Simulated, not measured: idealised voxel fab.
Process module name: voxel released beams
Cross-section cut: width 250 nm, square cells of 5 nm.
Cross-section = grid of square cells, listed top down in bands; band = one or more rows.
What a band's entry tells you: where the top is and where the bottom is, as heights in nm, and after that what lies inside, material by material from left to right, each with its width in nm. Empty space is written as the word "blank", and a single material marked with the word "everywhere" occupies the band from edge to edge.
We count height from 0. Below that, the starting wafer is all one material. The lowest band never ends at the bottom but goes on down; see "from 0 down" for how that is written.
Per-row width for "30->40": begins at first number (top row of band), ends at second number (bottom row), increment between rows held constant.
Basically "nothing altered" means that step didn't change any cell in the cross-section.
"Closed cavities" - sealed voids, min. 8 cells, no opening to top; format: width x height at distance (distance from left edge; nm throughout).
Post-settings text on a step line: simulator's own remark regarding the step.
overlay nm: right-of-plan distance of the mask on a masked step; negative values mean left-of-plan.
So here's the lineup of process steps we planned:
1 RECEIVE (material Si)
2 CONFORMAL_DEP (material Al2O3; thk nm 5)
3 DIRECTIONAL_DEP (material SiO2; thk nm 20)
4 PATTERN (tone open; mask id ANCHOR; material resist; width nm 45; thk nm 15; overlay nm 0)
5 DIRECTIONAL_ETCH (etch materials SiO2; depth nm 20)
6 STRIP (etch materials resist)
7 CONFORMAL_DEP (material SiN; thk nm 15)
8 DIRECTIONAL_DEP (material aC; thk nm 10)
9 PATTERN (tone cover; mask id BEAM; material resist; width nm 105; thk nm 30; overlay nm 0)
10 DIRECTIONAL_ETCH (etch materials aC; depth nm 10)
11 STRIP (etch materials resist)
12 DIRECTIONAL_ETCH (etch materials SiN; depth nm 15)
13 STRIP (etch materials aC)
14 STRIP (etch materials SiO2)
Incoming wafer in cross-section (state: after step 1):
from 0 down | Si everywhere
Closed cavities: none
Below is the wafer in cross-section after the module was completed. It began from the starting point shown above and followed the plan shown above, except that one mistake was made while running it:
from 40 to 25 | blank 70, then SiN 65, then blank 115
from 25 to 20 | blank 60, then SiN 15, then SiO2 45, then SiN 15, then blank 115
from 20 to 5 | blank 60, then SiN 15, then SiO2 45, then SiN 55, then blank 75
from 5 to 0 | Al2O3 everywhere
from 0 down | Si everywhere
Closed cavities: none
Misprocessing identified: step 4: run off-plan, actual operation and settings PATTERN (tone cover; mask id ANCHOR; material resist; width nm 45; thk nm 15; overlay nm 0)
